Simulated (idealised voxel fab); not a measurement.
The process module presented herein is designated voxel transistor to metal.
It is cross-section cut that appears here, measuring 195 nm in width, its square cells being 5 nm in size.
Heads up, the way a cross-section reads in here is a grid of square cells, handed over as bands from the top down, with every band being one or more rows of cells.
First you get the band's top height and its bottom height, in nm, and then the materials it's made of, left to right, with each width in nm. If you see a single material with "everywhere", that one covers the band edge to edge. "air" is empty space.
The reference from which all heights are counted is 0, the level beneath which the as-received wafer is entirely one material; the lowest band, having no lower bound, proceeds downward and is written after the example "0 and below".
A two-number width, for instance "30 to 40", indicates that the width is equal to the first number in the top row of the band and to the second number in the bottom row, and that it changes by a constant amount per row of cells.
A step reported as "nothing different" is a step in which no cell of the cross-section changed.
If an empty space has no open way to the top and is at least 8 cells in size, "Closed void catalog" lists it, written width x height at distance, where distance is measured from the left edge and every value is in nm.
Step line, after settings: the simulator's comment on this step.
Steps that use a mask can have "overlay nm" on their line. It says how far the mask sat to the right of where it was meant to be. Negative means to the left.
-- Below is the list of planned process steps
1. RECEIVE | material Si
2. OXIDIZE | depth nm 5
3. CONFORMAL_DEP | material SiN | thk nm 10
4. MASKED_ETCH | tone cover | mask id ACTIVE | width nm 115 | etch materials SiN | depth nm 10 | overlay nm 0
5. MASKED_ETCH | tone cover | mask id ACTIVE | width nm 115 | etch materials SiO2 | depth nm 5 | overlay nm 0
6. MASKED_ETCH | tone cover | mask id ACTIVE | width nm 115 | etch materials Si | depth nm 30 | overlay nm 0
7. FILL_DEP | material SiO2 | thk nm 15
8. CMP | height nm 10
9. SELECTIVE_ETCH | etch materials SiO2 | depth nm 10
10. STRIP | etch materials SiN
11. SELECTIVE_ETCH | etch materials SiO2 | depth nm 5
12. OXIDIZE | depth nm 5
13. DIRECTIONAL_DEP | material polySi | thk nm 25
14. DIRECTIONAL_DEP | material SiCN | thk nm 15
15. PATTERN | tone cover | mask id GATE | material resist | width nm 35 | thk nm 15 | overlay nm 0
16. DIRECTIONAL_ETCH | etch materials SiCN | depth nm 25
17. DIRECTIONAL_ETCH | etch materials polySi | depth nm 35
18. STRIP | etch materials resist
19. CONFORMAL_DEP | material SiN | thk nm 10
20. DIRECTIONAL_ETCH | etch materials SiN | depth nm 10
21. DIRECTIONAL_ETCH | etch materials SiO2 | depth nm 5
22. EPI | material SiGe | thk nm 5
23. FILL_DEP | material SiO2 | thk nm 5
24. CMP | height nm 20
25. STRIP | etch materials polySi
26. SELECTIVE_ETCH | etch materials SiO2 | depth nm 5
27. CONFORMAL_DEP | material HfO2 | thk nm 5
28. CONFORMAL_DEP | material TiN | thk nm 5
29. FILL_DEP | material W | thk nm 10
30. CMP | height nm 15
31. DIRECTIONAL_DEP | material SiO2 | thk nm 10
32. MASKED_ETCH | tone open | mask id CONTACT | width nm 15 | pitch nm 80 | etch materials SiO2 | depth nm 30 | overlay nm 0
33. CONFORMAL_DEP | material TiN | thk nm 5
34. FILL_DEP | material W | thk nm 10
35. CMP | height nm 25
36. CONFORMAL_DEP | material SiCN | thk nm 5
37. DIRECTIONAL_DEP | material SiO2 | thk nm 15
38. MASKED_ETCH | tone open | mask id METAL_1 | width nm 15 | pitch nm 80 | etch materials SiO2 | depth nm 15 | overlay nm 0
39. MASKED_ETCH | tone open | mask id METAL_1 | width nm 15 | pitch nm 80 | etch materials SiCN | depth nm 5 | overlay nm 0
40. CONFORMAL_DEP | material TiN | thk nm 5
41. FILL_DEP | material W | thk nm 10
42. CMP | height nm 45
43. CONFORMAL_DEP | material SiCN | thk nm 5
44. DIRECTIONAL_DEP | material SiO2 | thk nm 35
45. MASKED_ETCH | tone open | mask id METAL_2 | width nm 15 | pitch nm 80 | etch materials SiO2 | depth nm 20 | overlay nm 0
46. DIRECTIONAL_DEP | material aC | thk nm 15
47. PATTERN | tone open | mask id METAL_2_HOLES | material resist | width nm 15 | pitch nm 80 | thk nm 30 | overlay nm 0
48. DIRECTIONAL_ETCH | etch materials aC | depth nm 15
49. STRIP | etch materials resist
50. DIRECTIONAL_ETCH | etch materials SiO2 | depth nm 15
51. DIRECTIONAL_ETCH | etch materials SiCN | depth nm 5
52. STRIP | etch materials aC
53. CONFORMAL_DEP | material TiN | thk nm 5
54. FILL_DEP | material Ru | thk nm 10
55. CMP | height nm 85
56. CONFORMAL_DEP | material SiN | thk nm 5
-- Incoming wafer, cross-sectional view, post step 1
* 0 and below | Si everywhere
* Closed void catalog: none
-- Final cross-section, module run with one mistake (start and plan as above)
* 90 down to 85 | SiN everywhere
* 85 down to 50 | 50 of SiO2  5 of TiN  5 of Ru  5 of TiN  65 of SiO2  5 of TiN  5 of Ru  5 of TiN  50 of SiO2
* 50 down to 45 | 50 of SiCN  15 of TiN  65 of SiCN  15 of TiN  50 of SiCN
* 45 down to 35 | 50 of SiO2  5 of TiN  5 of W  5 of TiN  65 of SiO2  5 of TiN  5 of W  5 of TiN  50 of SiO2
* 35 down to 30 | 50 of SiO2  15 of TiN  65 of SiO2  15 of TiN  50 of SiO2
* 30 down to 25 | polySi everywhere
* 25 down to 15 | 50 of SiO2  5 of TiN  5 of W  5 of TiN  65 of SiO2  5 of TiN  5 of W  5 of TiN  50 of SiO2
* 15 down to 0 | 50 of SiO2  5 of TiN  5 of W  5 of TiN  5 of SiO2  10 of SiN  5 of HfO2  5 of TiN  15 of W  5 of TiN  5 of HfO2  10 of SiN  5 of SiO2  5 of TiN  5 of W  5 of TiN  50 of SiO2
* 0 down to -5 | 50 of SiO2  15 of TiN  5 of SiO2  10 of SiN  5 of HfO2  25 of TiN  5 of HfO2  10 of SiN  5 of SiO2  15 of TiN  50 of SiO2
* -5 down to -10 | 35 of SiO2  35 of SiGe  5 of SiO2  45 of HfO2  5 of SiO2  35 of SiGe  35 of SiO2
* -10 down to -35 | 40 of SiO2  115 of Si  40 of SiO2
* -35 and below | Si everywhere
* Closed void catalog: none
The mistake made against the process plan was this: for step 36, the planned setting was not used; the step was instead run as CONFORMAL_DEP | material polySi | thk nm 5
